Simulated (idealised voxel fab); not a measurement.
voxel transistor to metal: a process module
Displayed cross-section: cut, width of 185 nm, square cells sized 5 nm.
Bands, listed from the top down, are how a cross-section gets written in this document; the cross-section itself is a grid of square cells, and a band is one or more rows of them. Band: top and bottom heights (nm) first, top before bottom; then materials from left to right, widths in nm. "throughout" marks a sole material filling the band edge to edge. "air" denotes empty space. All heights in this document are referenced to 0, defined as the level beneath which the wafer, as received, consists entirely of one material. The lowest band is not bounded below; it extends indefinitely downward and is written in the form "from 0 down". Width spec "30->40" -> top row of cells at first value, bottom row at second value, equal per-row change in between. It should be understood that the words "no alterations made", when stated for a given step, signify that the cross-section underwent no change in any of its cells during that step. The list in "Voids, enclosed" covers empty spaces of 8 cells or more that cannot reach the top through any open way, and it gives each as width x height at distance; the distance is from the left edge, and width, height and distance are in nm. Note: text after step settings on the step line = simulator remark on that step. overlay nm: mask right of planned place by this much (step with mask). Neg. = left.
### Intended process steps
step 1: RECEIVE [material Si]
step 2: OXIDIZE [depth nm 5]
step 3: CONFORMAL_DEP [material SiN] [thk nm 10]
step 4: MASKED_ETCH [tone cover] [mask id ACTIVE] [width nm 115] [etch materials SiN] [depth nm 10] [overlay nm 0]
step 5: MASKED_ETCH [tone cover] [mask id ACTIVE] [width nm 115] [etch materials SiO2] [depth nm 5] [overlay nm 0]
step 6: MASKED_ETCH [tone cover] [mask id ACTIVE] [width nm 115] [etch materials Si] [depth nm 35] [overlay nm 0]
step 7: OXIDIZE [depth nm 5]
step 8: FILL_DEP [material SiO2] [thk nm 10]
step 9: CMP [height nm 10]
step 10: SELECTIVE_ETCH [etch materials SiO2] [depth nm 10]
step 11: STRIP [etch materials SiN]
step 12: SELECTIVE_ETCH [etch materials SiO2] [depth nm 5]
step 13: OXIDIZE [depth nm 5]
step 14: DIRECTIONAL_DEP [material polySi] [thk nm 25]
step 15: DIRECTIONAL_DEP [material SiCN] [thk nm 15]
step 16: PATTERN [tone cover] [mask id GATE] [material resist] [width nm 35] [thk nm 20] [overlay nm 0]
step 17: DIRECTIONAL_ETCH [etch materials SiCN] [depth nm 25]
step 18: DIRECTIONAL_ETCH [etch materials polySi] [depth nm 35]
step 19: STRIP [etch materials resist]
step 20: CONFORMAL_DEP [material SiN] [thk nm 10]
step 21: DIRECTIONAL_ETCH [etch materials SiN] [depth nm 10]
step 22: DIRECTIONAL_ETCH [etch materials SiO2] [depth nm 5]
step 23: DIRECTIONAL_ETCH [etch materials Si] [depth nm 15]
step 24: EPI [material pSi] [thk nm 15]
step 25: FILL_DEP [material SiO2] [thk nm 10]
step 26: CMP [height nm 20]
step 27: STRIP [etch materials polySi]
step 28: SELECTIVE_ETCH [etch materials SiO2] [depth nm 5]
step 29: CONFORMAL_DEP [material HfO2] [thk nm 5]
step 30: CONFORMAL_DEP [material TiN] [thk nm 5]
step 31: FILL_DEP [material W] [thk nm 10]
step 32: CMP [height nm 15]
step 33: DIRECTIONAL_DEP [material SiO2] [thk nm 10]
step 34: PATTERN [tone open] [mask id CONTACT] [material resist] [width nm 15] [pitch nm 80] [thk nm 20] [overlay nm 0]
step 35: DIRECTIONAL_ETCH [etch materials SiO2] [depth nm 35]
step 36: STRIP [etch materials resist]
step 37: CONFORMAL_DEP [material TiN] [thk nm 5]
step 38: FILL_DEP [material W] [thk nm 5]
step 39: CMP [height nm 25]
step 40: CONFORMAL_DEP [material SiN] [thk nm 5]
step 41: DIRECTIONAL_DEP [material SiO2] [thk nm 15]
step 42: MASKED_ETCH [tone open] [mask id METAL_1] [width nm 15] [pitch nm 80] [etch materials SiO2] [depth nm 15] [overlay nm 0]
step 43: MASKED_ETCH [tone open] [mask id METAL_1] [width nm 15] [pitch nm 80] [etch materials SiN] [depth nm 5] [overlay nm 0]
step 44: CONFORMAL_DEP [material TiN] [thk nm 5]
step 45: FILL_DEP [material Cu] [thk nm 10]
step 46: CMP [height nm 45]
step 47: CONFORMAL_DEP [material SiCN] [thk nm 5]
step 48: DIRECTIONAL_DEP [material SiO2] [thk nm 30]
step 49: MASKED_ETCH [tone open] [mask id METAL_2] [width nm 15] [pitch nm 80] [etch materials SiO2] [depth nm 20] [overlay nm 0]
step 50: PATTERN [tone open] [mask id METAL_2_HOLES] [material resist] [width nm 15] [pitch nm 80] [thk nm 20] [overlay nm 0]
step 51: DIRECTIONAL_ETCH [etch materials SiO2] [depth nm 10]
step 52: DIRECTIONAL_ETCH [etch materials SiCN] [depth nm 5]
step 53: STRIP [etch materials resist]
step 54: CONFORMAL_DEP [material TiN] [thk nm 5]
step 55: FILL_DEP [material Cu] [thk nm 10]
step 56: CMP [height nm 80]
step 57: CONFORMAL_DEP [material SiN] [thk nm 5]
### Wafer at receipt (post step 1), cross-section
> from 0 down: Si throughout
> Voids, enclosed: none
### The first of the two wafers as seen in cross-section once the module was finished; processing followed the plan
> from 85 to 80: SiN throughout
> from 80 to 50: 45 of SiO2  5 of TiN  5 of Cu  5 of TiN  65 of SiO2  5 of TiN  5 of Cu  5 of TiN  45 of SiO2
> from 50 to 45: 45 of SiCN  15 of TiN  65 of SiCN  15 of TiN  45 of SiCN
> from 45 to 30: 45 of SiO2  5 of TiN  5 of Cu  5 of TiN  65 of SiO2  5 of TiN  5 of Cu  5 of TiN  45 of SiO2
> from 30 to 25: 45 of SiN  15 of TiN  65 of SiN  15 of TiN  45 of SiN
> from 25 to 15: 45 of SiO2  5 of TiN  5 of W  5 of TiN  65 of SiO2  5 of TiN  5 of W  5 of TiN  45 of SiO2
> from 15 to 10: 45 of SiO2  5 of TiN  5 of W  5 of TiN  5 of SiO2  10 of SiN  5 of HfO2  5 of TiN  15 of W  5 of TiN  5 of HfO2  10 of SiN  5 of SiO2  5 of TiN  5 of W  5 of TiN  45 of SiO2
> from 10 to 5: 45 of SiO2  15 of TiN  5 of SiO2  10 of SiN  5 of HfO2  5 of TiN  15 of W  5 of TiN  5 of HfO2  10 of SiN  5 of SiO2  15 of TiN  45 of SiO2
> from 5 to 0: 45 of SiO2  5 of TiN  15 of pSi  10 of SiN  5 of HfO2  5 of TiN  15 of W  5 of TiN  5 of HfO2  10 of SiN  15 of pSi  5 of TiN  45 of SiO2
> from 0 to -5: 45 of SiO2  5 of TiN  15 of pSi  10 of SiN  5 of HfO2  25 of TiN  5 of HfO2  10 of SiN  15 of pSi  5 of TiN  45 of SiO2
> from -5 to -10: 45 of SiO2  5 of TiN  15 of pSi  5 of SiO2  45 of HfO2  5 of SiO2  15 of pSi  5 of TiN  45 of SiO2
> from -10 to -25: 40 of SiO2  25 of pSi  55 of Si  25 of pSi  40 of SiO2
> from -25 to -45: 40 of SiO2  105 of Si  40 of SiO2
> from -45 down: Si throughout
> Voids, enclosed: none
### Same start, same plan as the first wafer - but one mistake in the run. Cross-section of the second of the two at the end of the module
> from 85 to 80: SiN throughout
> from 80 to 50: 45 of SiO2  5 of TiN  5 of Cu  5 of TiN  65 of SiO2  5 of TiN  5 of Cu  5 of TiN  45 of SiO2
> from 50 to 45: 45 of SiCN  15 of TiN  65 of SiCN  15 of TiN  45 of SiCN
> from 45 to 30: 45 of SiO2  5 of TiN  5 of Cu  5 of TiN  65 of SiO2  5 of TiN  5 of Cu  5 of TiN  45 of SiO2
> from 30 to 25: 45 of SiN  15 of TiN  65 of SiN  15 of TiN  45 of SiN
> from 25 to 20: 45 of SiO2  5 of TiN  5 of W  5 of TiN  65 of SiO2  5 of TiN  5 of W  5 of TiN  45 of SiO2
> from 20 to 15: 45 of SiO2  15 of TiN  65 of SiO2  15 of TiN  45 of SiO2
> from 15 to 5: 35 of SiO2  30 of pSi  10 of SiN  5 of HfO2  5 of TiN  15 of W  5 of TiN  5 of HfO2  10 of SiN  30 of pSi  35 of SiO2
> from 5 to 0: 25 of SiO2  40 of pSi  10 of SiN  5 of HfO2  5 of TiN  15 of W  5 of TiN  5 of HfO2  10 of SiN  40 of pSi  25 of SiO2
> from 0 to -5: 25 of SiO2  40 of pSi  10 of SiN  5 of HfO2  25 of TiN  5 of HfO2  10 of SiN  40 of pSi  25 of SiO2
> from -5 to -10: 25 of SiO2  40 of pSi  5 of SiO2  45 of HfO2  5 of SiO2  40 of pSi  25 of SiO2
> from -10 to -25: 40 of SiO2  25 of pSi  55 of Si  25 of pSi  40 of SiO2
> from -25 to -45: 40 of SiO2  105 of Si  40 of SiO2
> from -45 down: Si throughout
> Voids, enclosed: none
Short version of what went wrong: plan step 24 ran twice
Materials where the second wafer ends with more or fewer cells than the first: SiO2: 36 fewer; TiN: 14 fewer; W: 4 fewer; pSi: 54 more
